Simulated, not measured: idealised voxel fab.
Presented below is a process module, voxel self aligned vias.
Each square cell in cross-section cut measures 5 nm, and the section as a whole is 225 nm wide.
A cross-section is written here as square cells arranged in a grid, and it is given in bands from the top down, each band taking up one or more rows of cells.
Top height, bottom height, nm. Materials left to right, width each, nm. Single material + "everywhere" = fills band edge to edge. "blank" = empty.
It should be noted that heights are counted from 0, beneath which the wafer as supplied is of one material throughout, and that the lowest band possesses no lower boundary but continues downward, as written in "top 0, no bottom".
When a width is written as two numbers, as in "30..40", the first number is the width in the top row of cells of the band and the second is the width in its bottom row, and the width changes by the same amount from each row to the next.
Any step labelled "all unchanged" changed none of the cells in the cross-section.
"Closed void table" means: voids of 8 cells or more that are shut off from the top with no open way through. Written width x height at distance, distance from the left edge, in nm.
Anything after a step's settings on that line? It's the simulator's own note about the step.
overlay nm: mask right of planned place by this much (step with mask). Neg. = left.

## List of planned process steps
1,RECEIVE, material Si
2,CONFORMAL_DEP, material SiO2, thk nm 15
3,CONFORMAL_DEP, material SiCN, thk nm 5
4,DIRECTIONAL_DEP, material SiO2, thk nm 30
5,DIRECTIONAL_DEP, material aC, thk nm 15
6,PATTERN, tone open, mask id LINES, material resist, width nm 20, pitch nm 55, thk nm 30, overlay nm 0
7,DIRECTIONAL_ETCH, etch materials aC, depth nm 15
8,STRIP, etch materials resist
9,DIRECTIONAL_ETCH, etch materials SiO2, depth nm 30
10,STRIP, etch materials aC
11,CONFORMAL_DEP, material TiN, thk nm 5
12,FILL_DEP, material Ru, thk nm 5
13,CMP, height nm 50
14,SELECTIVE_ETCH, etch materials W Ru TiN, depth nm 5
15,FILL_DEP, material SiN, thk nm 10
16,CMP, height nm 50
17,DIRECTIONAL_DEP, material SiO2, thk nm 15
18,PATTERN, tone open, mask id VIAS, material resist, width nm 40, pitch nm 55, thk nm 15, overlay nm 0
19,DIRECTIONAL_ETCH, etch materials SiO2, depth nm 15
20,DIRECTIONAL_ETCH, etch materials SiN, depth nm 5
21,STRIP, etch materials resist
22,CONFORMAL_DEP, material TiN, thk nm 5
23,FILL_DEP, material Cu, thk nm 5
24,CMP, height nm 65
25,CONFORMAL_DEP, material SiN, thk nm 5

## Run as planned: first of two wafers

## This is the cross-section of the wafer as we received it, i.e. after step 1
    top 0, no bottom: Si everywhere
    Closed void table: none

## Wafer section view after processing step 2
    top 15, bottom 0: SiO2 everywhere
    Below 0, no change.

## Wafer section view after processing step 3
    top 20, bottom 15: SiCN everywhere
    Below 15, no change.

## Wafer section view after processing step 4
    top 50, bottom 20: SiO2 everywhere
    Below 20, no change.

## Wafer section view after processing step 5
    top 65, bottom 50: aC everywhere
    Below 50, no change.

## Wafer section view after processing step 6
    top 95, bottom 65: resist 75 nm; blank 20 nm; resist 35 nm; blank 20 nm; resist 75 nm
    Below 65, no change.

## Wafer section view after processing step 7
    top 80, bottom 65: resist 75 nm; blank 20 nm; resist 35 nm; blank 20 nm; resist 75 nm
    top 65, bottom 50: aC 75 nm; blank 20 nm; aC 35 nm; blank 20 nm; aC 75 nm
    Below 50, no change.

## Wafer section view after processing step 8
    top 65, bottom 50: aC 75 nm; blank 20 nm; aC 35 nm; blank 20 nm; aC 75 nm
    Below 50, no change.

## Wafer section view after processing step 9
    top 65, bottom 50: aC 75 nm; blank 20 nm; aC 35 nm; blank 20 nm; aC 75 nm
    top 50, bottom 20: SiO2 75 nm; blank 20 nm; SiO2 35 nm; blank 20 nm; SiO2 75 nm
    Below 20, no change.

## Wafer section view after processing step 10
    top 50, bottom 20: SiO2 75 nm; blank 20 nm; SiO2 35 nm; blank 20 nm; SiO2 75 nm
    Below 20, no change.

## Wafer section view after processing step 11
    top 55, bottom 50: TiN 80 nm; blank 10 nm; TiN 45 nm; blank 10 nm; TiN 80 nm
    top 50, bottom 25: SiO2 75 nm; TiN 5 nm; blank 10 nm; TiN 5 nm; SiO2 35 nm; TiN 5 nm; blank 10 nm; TiN 5 nm; SiO2 75 nm
    top 25, bottom 20: SiO2 75 nm; TiN 20 nm; SiO2 35 nm; TiN 20 nm; SiO2 75 nm
    Below 20, no change.

## Wafer section view after processing step 12
    top 60, bottom 55: Ru everywhere
    top 55, bottom 50: TiN 80 nm; Ru 10 nm; TiN 45 nm; Ru 10 nm; TiN 80 nm
    top 50, bottom 25: SiO2 75 nm; TiN 5 nm; Ru 10 nm; TiN 5 nm; SiO2 35 nm; TiN 5 nm; Ru 10 nm; TiN 5 nm; SiO2 75 nm
    Below 25, no change.

## Wafer section view after processing step 13
    top 50, bottom 25: SiO2 75 nm; TiN 5 nm; Ru 10 nm; TiN 5 nm; SiO2 35 nm; TiN 5 nm; Ru 10 nm; TiN 5 nm; SiO2 75 nm
    Below 25, no change.

## Wafer section view after processing step 14
    top 50, bottom 45: SiO2 75 nm; blank 20 nm; SiO2 35 nm; blank 20 nm; SiO2 75 nm
    Below 45, no change.

## Wafer section view after processing step 15
    top 60, bottom 50: SiN everywhere
    top 50, bottom 45: SiO2 75 nm; SiN 20 nm; SiO2 35 nm; SiN 20 nm; SiO2 75 nm
    Below 45, no change.

## Wafer section view after processing step 16
    top 50, bottom 45: SiO2 75 nm; SiN 20 nm; SiO2 35 nm; SiN 20 nm; SiO2 75 nm
    Below 45, no change.

## Wafer section view after processing step 17
    top 65, bottom 50: SiO2 everywhere
    Below 50, no change.

## Wafer section view after processing step 18
    top 80, bottom 65: resist 65 nm; blank 40 nm; resist 15 nm; blank 40 nm; resist 65 nm
    Below 65, no change.

## Wafer section view after processing step 19
    top 80, bottom 65: resist 65 nm; blank 40 nm; resist 15 nm; blank 40 nm; resist 65 nm
    top 65, bottom 50: SiO2 65 nm; blank 40 nm; SiO2 15 nm; blank 40 nm; SiO2 65 nm
    Below 50, no change.

## Wafer section view after processing step 20
    top 80, bottom 65: resist 65 nm; blank 40 nm; resist 15 nm; blank 40 nm; resist 65 nm
    top 65, bottom 50: SiO2 65 nm; blank 40 nm; SiO2 15 nm; blank 40 nm; SiO2 65 nm
    top 50, bottom 45: SiO2 75 nm; blank 20 nm; SiO2 35 nm; blank 20 nm; SiO2 75 nm
    Below 45, no change.

## Wafer section view after processing step 21
    top 65, bottom 50: SiO2 65 nm; blank 40 nm; SiO2 15 nm; blank 40 nm; SiO2 65 nm
    Below 50, no change.

## Wafer section view after processing step 22
    top 70, bottom 65: TiN 70 nm; blank 30 nm; TiN 25 nm; blank 30 nm; TiN 70 nm
    top 65, bottom 55: SiO2 65 nm; TiN 5 nm; blank 30 nm; TiN 5 nm; SiO2 15 nm; TiN 5 nm; blank 30 nm; TiN 5 nm; SiO2 65 nm
    top 55, bottom 50: SiO2 65 nm; TiN 15 nm; blank 10 nm; TiN 15 nm; SiO2 15 nm; TiN 15 nm; blank 10 nm; TiN 15 nm; SiO2 65 nm
    top 50, bottom 45: SiO2 75 nm; TiN 20 nm; SiO2 35 nm; TiN 20 nm; SiO2 75 nm
    Below 45, no change.

## Wafer section view after processing step 23
    top 75, bottom 70: Cu everywhere
    top 70, bottom 65: TiN 70 nm; Cu 30 nm; TiN 25 nm; Cu 30 nm; TiN 70 nm
    top 65, bottom 55: SiO2 65 nm; TiN 5 nm; Cu 30 nm; TiN 5 nm; SiO2 15 nm; TiN 5 nm; Cu 30 nm; TiN 5 nm; SiO2 65 nm
    top 55, bottom 50: SiO2 65 nm; TiN 15 nm; Cu 10 nm; TiN 15 nm; SiO2 15 nm; TiN 15 nm; Cu 10 nm; TiN 15 nm; SiO2 65 nm
    Below 50, no change.

## Wafer section view after processing step 24
    top 65, bottom 55: SiO2 65 nm; TiN 5 nm; Cu 30 nm; TiN 5 nm; SiO2 15 nm; TiN 5 nm; Cu 30 nm; TiN 5 nm; SiO2 65 nm
    Below 55, no change.

## Wafer section view after processing step 25
    top 70, bottom 65: SiN everywhere
    Below 65, no change.

## Second of two: same start, same plan, one run error; steps up to and including 17 match the first

## Cross-section of the second wafer when, according to plan, step 18 should have finished
    top 80, bottom 65: resist 70 nm; blank 35 nm; resist 20 nm; blank 35 nm; resist 65 nm
    Below 65, no change.

## Cross-section of the second wafer when, according to plan, step 19 should have finished
    top 80, bottom 65: resist 70 nm; blank 35 nm; resist 20 nm; blank 35 nm; resist 65 nm
    top 65, bottom 50: SiO2 70 nm; blank 35 nm; SiO2 20 nm; blank 35 nm; SiO2 65 nm
    Below 50, no change.

## Cross-section of the second wafer when, according to plan, step 20 should have finished
    top 80, bottom 65: resist 70 nm; blank 35 nm; resist 20 nm; blank 35 nm; resist 65 nm
    top 65, bottom 50: SiO2 70 nm; blank 35 nm; SiO2 20 nm; blank 35 nm; SiO2 65 nm
    top 50, bottom 45: SiO2 75 nm; blank 20 nm; SiO2 35 nm; blank 20 nm; SiO2 75 nm
    Below 45, no change.

## Cross-section of the second wafer when, according to plan, step 21 should have finished
    top 65, bottom 50: SiO2 70 nm; blank 35 nm; SiO2 20 nm; blank 35 nm; SiO2 65 nm
    Below 50, no change.

## Cross-section of the second wafer when, according to plan, step 22 should have finished
    top 70, bottom 65: TiN 75 nm; blank 25 nm; TiN 30 nm; blank 25 nm; TiN 70 nm
    top 65, bottom 55: SiO2 70 nm; TiN 5 nm; blank 25 nm; TiN 5 nm; SiO2 20 nm; TiN 5 nm; blank 25 nm; TiN 5 nm; SiO2 65 nm
    top 55, bottom 50: SiO2 70 nm; TiN 10 nm; blank 10 nm; TiN 15 nm; SiO2 20 nm; TiN 10 nm; blank 10 nm; TiN 15 nm; SiO2 65 nm
    top 50, bottom 45: SiO2 75 nm; TiN 20 nm; SiO2 35 nm; TiN 20 nm; SiO2 75 nm
    Below 45, no change.

## Cross-section of the second wafer when, according to plan, step 23 should have finished
    top 75, bottom 70: Cu everywhere
    top 70, bottom 65: TiN 75 nm; Cu 25 nm; TiN 30 nm; Cu 25 nm; TiN 70 nm
    top 65, bottom 55: SiO2 70 nm; TiN 5 nm; Cu 25 nm; TiN 5 nm; SiO2 20 nm; TiN 5 nm; Cu 25 nm; TiN 5 nm; SiO2 65 nm
    top 55, bottom 50: SiO2 70 nm; TiN 10 nm; Cu 10 nm; TiN 15 nm; SiO2 20 nm; TiN 10 nm; Cu 10 nm; TiN 15 nm; SiO2 65 nm
    Below 50, no change.

## Cross-section of the second wafer when, according to plan, step 24 should have finished
    top 65, bottom 55: SiO2 70 nm; TiN 5 nm; Cu 25 nm; TiN 5 nm; SiO2 20 nm; TiN 5 nm; Cu 25 nm; TiN 5 nm; SiO2 65 nm
    Below 55, no change.

## Cross-section of the second wafer when, according to plan, step 25 should have finished
    top 70, bottom 65: SiN everywhere
    Below 65, no change.
What broke from the plan during processing? heads up, step 18 didn't go per plan, it actually ran as PATTERN, tone open, mask id VIAS, material resist, width nm 35, pitch nm 55, thk nm 15, overlay nm 0
Heads up, by the end the second wafer has more or fewer cells of some materials compared to the first: 4 fewer of Cu; 6 more of SiO2; 2 fewer of TiN
